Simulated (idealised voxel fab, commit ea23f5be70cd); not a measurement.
Documented hereafter: the process module known as voxel double patterning.
Square cells of 5 nm make up the cross-section cut, whose width is 285 nm.
A cross-section is a grid of square cells, given in bands from the top down. A band is one or more rows of cells. Heights first: top, then bottom, in nm. Then materials, left to right, each with a width in nm. "everywhere" on a single material: fills the band edge to edge. "empty": empty space. Height datum 0, below which the as-received substrate wafer is one material. Lowest band open at the bottom, running downward: "0 nm and below". Width "30->40": first value at the band's top row of cells, second value at its bottom row, equal change from row to row. What does "no change" mean for a step? It means no cell of the cross-section changed in that step. "Closed cavity list" lists enclosed empty spaces (at least 8 cells, no open path upward to the top), each as width x height at distance from the left edge, in nm. Past the settings on a step's line: simulator remark, on that step. "overlay nm" denotes, for a step that has a mask, the displacement of the mask to the right of its planned place, with negative values corresponding to the left.

# Planned process steps
1. RECEIVE, material Si
2. CONFORMAL_DEP, material SiO2, thk nm 5
3. DIRECTIONAL_DEP, material polySi, thk nm 20
4. DIRECTIONAL_DEP, material SiCN, thk nm 5
5. MASKED_ETCH, tone open, mask id FIRST, width nm 15, pitch nm 50, etch materials SiCN, depth nm 5, overlay nm 0
6. MASKED_ETCH, tone open, mask id SECOND, width nm 15, etch materials SiCN, depth nm 5, overlay nm 0
7. DIRECTIONAL_ETCH, etch materials polySi, depth nm 20
8. STRIP, etch materials SiCN

# Wafer cross-section on receipt, i.e. after step 1
* 0 nm and below | Si everywhere
* Closed cavity list: none

# Post-module cross-section of the first of two wafers (run per plan)
* 25 nm to 5 nm | polySi 110 nm | empty 15 nm | polySi 10 nm | empty 15 nm | polySi 10 nm | empty 15 nm | polySi 110 nm
* 5 nm to 0 nm | SiO2 everywhere
* 0 nm and below | Si everywhere
* Closed cavity list: none

# Wafer two cross-section, module end. Start and plan unchanged from wafer one; one mistake made during the run
* 45 nm to 25 nm | polySi 110 nm | empty 15 nm | polySi 10 nm | empty 15 nm | polySi 10 nm | empty 15 nm | polySi 110 nm
* 25 nm to 5 nm | polySi everywhere
* 5 nm to 0 nm | SiO2 everywhere
* 0 nm and below | Si everywhere
* Closed cavity list: none
Processing error: step 3 was run twice
At the finish, the second wafer shows more or fewer cells for some materials than the first does: polySi: 228 more
